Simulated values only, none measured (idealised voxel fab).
process module | voxel wiring stack
cross-section cut | 215 nm wide | cells 5 nm
A cross-section is a grid of square cells, given in bands from the top down. A band is one or more rows of cells.
Each band's line starts with the height of the band's top and of its bottom, in nm. Then come its materials from left to right, each with its width in nm. One material with "throughout" fills the band from edge to edge. "air" is empty space.
Height 0 is the level under which the wafer as received is all one material. The lowest band goes on downwards, as in "0 down".
A width such as "30 to 40" changes by the same amount from each row of cells to the next, from the band's top row to its bottom row.
"no change" after a step means that no cell of the cross-section changed.
closed voids: empty space of 8 cells or more with no open way to the top, each as width x height at its distance from the left edge, in nm
after a step's settings: what the simulator itself notes on the step
overlay nm, on a step with a mask: how far to the right of its planned place the mask lay; to the left if negative
plan
1 op RECEIVE | material Si
2 op CONFORMAL_DEP | material SiO2 | thk nm 10
3 op CONFORMAL_DEP | material SiN | thk nm 5
4 op DIRECTIONAL_DEP | material SiO2 | thk nm 20
5 op PATTERN | tone open | mask id METAL_1 | material resist | width nm 30 | pitch nm 50 | thk nm 15 | overlay nm 0
6 op DIRECTIONAL_ETCH | etch materials SiO2 | depth nm 20
7 op DIRECTIONAL_ETCH | etch materials SiN | depth nm 5
8 op STRIP | etch materials resist
9 op CONFORMAL_DEP | material TiN | thk nm 5
10 op FILL_DEP | material W | thk nm 5
11 op CMP | height nm 35
12 op CONFORMAL_DEP | material SiCN | thk nm 5
13 op DIRECTIONAL_DEP | material SiO2 | thk nm 10
14 op DIRECTIONAL_DEP | material aC | thk nm 15
15 op PATTERN | tone open | mask id PLUG_1 | material resist | width nm 15 | pitch nm 100 | thk nm 35 | overlay nm 0
16 op DIRECTIONAL_ETCH | etch materials aC | depth nm 15
17 op STRIP | etch materials resist
18 op DIRECTIONAL_ETCH | etch materials SiO2 | depth nm 10
19 op DIRECTIONAL_ETCH | etch materials SiCN | depth nm 5
20 op STRIP | etch materials aC
21 op EPI | material Ru | thk nm 10
22 op EPI | material Ru | thk nm 5
23 op DIRECTIONAL_DEP | material TiN | thk nm 5
24 op DIRECTIONAL_DEP | material Ru | thk nm 25
25 op PATTERN | tone cover | mask id METAL_2 | material resist | width nm 30 | pitch nm 50 | thk nm 15 | overlay nm 0
26 op DIRECTIONAL_ETCH | etch materials Ru | depth nm 25
27 op DIRECTIONAL_ETCH | etch materials TiN | depth nm 5
28 op STRIP | etch materials resist
29 op CONFORMAL_DEP | material SiN | thk nm 5
30 op FILL_DEP | material SiO2 | thk nm 5
31 op CMP | height nm 80
32 op CONFORMAL_DEP | material SiCN | thk nm 5
33 op DIRECTIONAL_DEP | material lowk | thk nm 25
34 op DIRECTIONAL_DEP | material aC | thk nm 10
35 op PATTERN | tone open | mask id METAL_3_HOLES | material resist | width nm 15 | pitch nm 50 | thk nm 30 | overlay nm 0
36 op DIRECTIONAL_ETCH | etch materials aC | depth nm 10
37 op STRIP | etch materials resist
38 op DIRECTIONAL_ETCH | etch materials lowk | depth nm 25
39 op STRIP | etch materials aC
40 op DIRECTIONAL_DEP | material aC | thk nm 15
41 op PATTERN | tone open | mask id METAL_3 | material resist | width nm 30 | pitch nm 50 | thk nm 35 | overlay nm 0
42 op DIRECTIONAL_ETCH | etch materials aC | depth nm 15
43 op STRIP | etch materials resist
44 op DIRECTIONAL_ETCH | etch materials lowk | depth nm 15
45 op DIRECTIONAL_ETCH | etch materials SiCN | depth nm 5
46 op STRIP | etch materials aC
47 op CONFORMAL_DEP | material TiN | thk nm 5
48 op FILL_DEP | material Cu | thk nm 10
49 op CMP | height nm 110
50 op CONFORMAL_DEP | material SiCN | thk nm 5
51 op DIRECTIONAL_DEP | material lowk | thk nm 15
52 op PATTERN | tone open | mask id PLUG_3 | material resist | width nm 15 | pitch nm 50 | thk nm 20 | overlay nm 0
53 op DIRECTIONAL_ETCH | etch materials lowk | depth nm 15
54 op DIRECTIONAL_ETCH | etch materials SiCN | depth nm 5
55 op STRIP | etch materials resist
56 op CONFORMAL_DEP | material TiN | thk nm 5
57 op FILL_DEP | material Ru | thk nm 5
58 op CMP | height nm 130
59 op CONFORMAL_DEP | material SiCN | thk nm 5
60 op DIRECTIONAL_DEP | material SiO2 | thk nm 25
61 op MASKED_ETCH | tone open | mask id METAL_4 | width nm 30 | pitch nm 50 | etch materials SiO2 | depth nm 25 | overlay nm 0
62 op MASKED_ETCH | tone open | mask id METAL_4 | width nm 30 | pitch nm 50 | etch materials SiCN | depth nm 5 | overlay nm 0
63 op CONFORMAL_DEP | material TiN | thk nm 5
64 op FILL_DEP | material Cu | thk nm 10
65 op CMP | height nm 160
66 op EPI | material Ru | thk nm 5
67 op FILL_DEP | material SiCN | thk nm 5
as received, after step 1
  0 down: Si throughout
  closed voids: none
a wafer at the end: this start, this plan, one mistake
  170 to 165: SiCN throughout
  165 to 160: SiCN 35 | Ru 40 | SiCN 10 | Ru 40 | SiCN 10 | Ru 40 | SiCN 40
  160 to 135: SiO2 40 | TiN 5 | Cu 20 | TiN 5 | SiO2 20 | TiN 5 | Cu 20 | TiN 5 | SiO2 20 | TiN 5 | Cu 20 | TiN 5 | SiO2 45
  135 to 130: SiCN 40 | TiN 30 | SiCN 20 | TiN 30 | SiCN 20 | TiN 30 | SiCN 45
  130 to 115: lowk 40 | TiN 5 | Ru 5 | TiN 5 | lowk 35 | TiN 5 | Ru 5 | TiN 5 | lowk 35 | TiN 5 | Ru 5 | TiN 5 | lowk 60
  115 to 110: SiCN 40 | TiN 15 | SiCN 35 | TiN 15 | SiCN 35 | TiN 15 | SiCN 60
  110 to 100: lowk 40 | TiN 5 | Cu 20 | TiN 5 | lowk 20 | TiN 5 | Cu 20 | TiN 5 | lowk 20 | TiN 5 | Cu 20 | TiN 5 | lowk 45
  100 to 95: lowk 40 | TiN 5 | Cu 5 | TiN 20 | lowk 20 | TiN 5 | Cu 5 | TiN 20 | lowk 20 | TiN 5 | Cu 5 | TiN 20 | lowk 45
  95 to 85: lowk 40 | TiN 5 | Cu 5 | TiN 5 | lowk 35 | TiN 5 | Cu 5 | TiN 5 | lowk 35 | TiN 5 | Cu 5 | TiN 5 | lowk 60
  85 to 80: SiCN 40 | TiN 15 | SiCN 35 | TiN 15 | SiCN 35 | TiN 15 | SiCN 60
  80 to 75: SiO2 35 | SiN 40 | SiO2 10 | SiN 40 | SiO2 10 | SiN 40 | SiO2 40
  75 to 50: SiO2 35 | SiN 5 | Ru 30 | SiN 5 | SiO2 10 | SiN 5 | Ru 30 | SiN 5 | SiO2 10 | SiN 5 | Ru 30 | SiN 5 | SiO2 40
  50 to 45: SiN 40 | TiN 30 | SiN 20 | TiN 30 | SiN 20 | TiN 30 | SiN 45
  45 to 35: SiO2 40 | Ru 15 | SiO2 85 | Ru 15 | SiO2 60
  35 to 30: SiCN 40 | Ru 15 | SiCN 85 | Ru 15 | SiCN 60
  30 to 15: SiO2 40 | TiN 5 | W 20 | TiN 5 | SiO2 20 | TiN 5 | W 20 | TiN 5 | SiO2 20 | TiN 5 | W 20 | TiN 5 | SiO2 45
  15 to 10: SiN 40 | TiN 30 | SiN 20 | TiN 30 | SiN 20 | TiN 30 | SiN 45
  10 to 0: SiO2 throughout
  0 down: Si throughout
  closed voids: none
what went wrong: step 11 ran as: op CMP | height nm 30
